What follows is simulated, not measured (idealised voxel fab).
Name of the process module below: voxel capacitor over wiring
Section cut is 175 nm wide and gridded with 5 nm square cells.
In this document a cross-section is written as a grid of square cells. It is given as a series of bands, listed from the top down, and a band is one or more rows of cells. Read a band's entry like this: the first values are the height of its top and the height of its bottom in nm, and what follows is the sequence of materials from left to right, each with its width in nm. Note that "blank" is empty space, and that a single material marked "everywhere" reaches across the band from edge to edge. Heights are expressed relative to 0, this being the level below which the as-received wafer comprises one material exclusively. The lowest band is unbounded in the downward direction and is denoted as in "z 0 and below". It should be noted that a width expressed as "30->40" varies in equal increments from row to row of cells within the band, taking the value of the first number at the top row and that of the second number at the bottom row. "changes: none" -> step changed no cross-section cell. The label "Fully sealed cavities" introduces a list of the empty spaces, 8 cells or larger, that have no open way up to the top; each entry in it reads width x height at distance, where the distance is taken from the left edge and all three are stated in nm. Where a step's line continues beyond its settings, the continuation is a remark by the simulator itself on that step. Regarding "overlay nm": on a step with a mask, it is the distance the mask lay to the right of its planned place; a negative value places it to the left.
Listed below are the process steps as planned:
1. RECEIVE, material Si
2. CONFORMAL_DEP, material SiO2, thk nm 15
3. DIRECTIONAL_DEP, material TiN, thk nm 5
4. DIRECTIONAL_DEP, material Ru, thk nm 20
5. DIRECTIONAL_DEP, material aC, thk nm 15
6. PATTERN, tone cover, mask id METAL_1, material resist, width nm 30, pitch nm 80, thk nm 35, overlay nm 0
7. DIRECTIONAL_ETCH, etch materials aC, depth nm 15
8. STRIP, etch materials resist
9. DIRECTIONAL_ETCH, etch materials Ru, depth nm 20
10. DIRECTIONAL_ETCH, etch materials TiN, depth nm 5
11. STRIP, etch materials aC
12. FILL_DEP, material lowk, thk nm 5
13. CMP, height nm 40
14. CONFORMAL_DEP, material SiCN, thk nm 5
15. DIRECTIONAL_DEP, material lowk, thk nm 20
16. DIRECTIONAL_DEP, material aC, thk nm 10
17. PATTERN, tone open, mask id PLUG_1, material resist, width nm 15, thk nm 25, overlay nm 0
18. DIRECTIONAL_ETCH, etch materials aC, depth nm 10
19. STRIP, etch materials resist
20. DIRECTIONAL_ETCH, etch materials lowk, depth nm 20
21. DIRECTIONAL_ETCH, etch materials SiCN, depth nm 5
22. STRIP, etch materials aC
23. CONFORMAL_DEP, material TiN, thk nm 5
24. FILL_DEP, material Ru, thk nm 5
25. CMP, height nm 65
26. DIRECTIONAL_DEP, material TiN, thk nm 10
27. DIRECTIONAL_DEP, material SiN, thk nm 5
28. DIRECTIONAL_DEP, material TiN, thk nm 10
29. DIRECTIONAL_DEP, material aC, thk nm 15
30. PATTERN, tone cover, mask id UPPER_PLATE, material resist, width nm 55, thk nm 30, overlay nm 0
31. DIRECTIONAL_ETCH, etch materials aC, depth nm 15
32. STRIP, etch materials resist
33. DIRECTIONAL_ETCH, etch materials TiN, depth nm 10
34. DIRECTIONAL_ETCH, etch materials SiN, depth nm 5
35. STRIP, etch materials aC
36. DIRECTIONAL_DEP, material aC, thk nm 10
37. PATTERN, tone cover, mask id LOWER_PLATE, material resist, width nm 65, thk nm 30, overlay nm 0
38. DIRECTIONAL_ETCH, etch materials aC, depth nm 10
39. STRIP, etch materials resist
40. DIRECTIONAL_ETCH, etch materials TiN, depth nm 10
41. STRIP, etch materials aC
42. FILL_DEP, material SiO2, thk nm 20
43. CMP, height nm 105
44. MASKED_ETCH, tone open, mask id PLUG_2, width nm 15, etch materials SiO2, depth nm 15, overlay nm 0
45. CONFORMAL_DEP, material TiN, thk nm 5
46. FILL_DEP, material Ru, thk nm 5
47. CMP, height nm 105
48. CONFORMAL_DEP, material SiCN, thk nm 5
Shown in cross-section is the wafer as received, that is, as it stands after step 1:
	z 0 and below = Si everywhere
	Fully sealed cavities: none
Module complete, cross-section. Starting point and plan per above. One mistake made in running the module:
	z 110 to 105 = SiCN everywhere
	z 105 to 95 = SiO2 (55), then TiN (5), then Ru (5), then TiN (5), then SiO2 (105)
	z 95 to 90 = SiO2 (55), then TiN (15), then SiO2 (105)
	z 90 to 85 = SiO2 (45), then SiN (55), then SiO2 (75)
	z 85 to 75 = SiO2 (40), then TiN (65), then SiO2 (70)
	z 75 to 65 = TiN everywhere
	z 65 to 45 = lowk (45), then TiN (5), then Ru (5), then TiN (5), then lowk (115)
	z 45 to 40 = SiCN (45), then TiN (15), then SiCN (115)
	z 40 to 20 = lowk (30), then Ru (30), then lowk (50), then Ru (30), then lowk (35)
	z 20 to 15 = lowk (30), then TiN (30), then lowk (50), then TiN (30), then lowk (35)
	z 15 to 0 = SiO2 everywhere
	z 0 and below = Si everywhere
	Fully sealed cavities: none
Error vs. plan: the executed order of steps 27 and 28 is the reverse of that specified in the plan, each step having taken the other's position
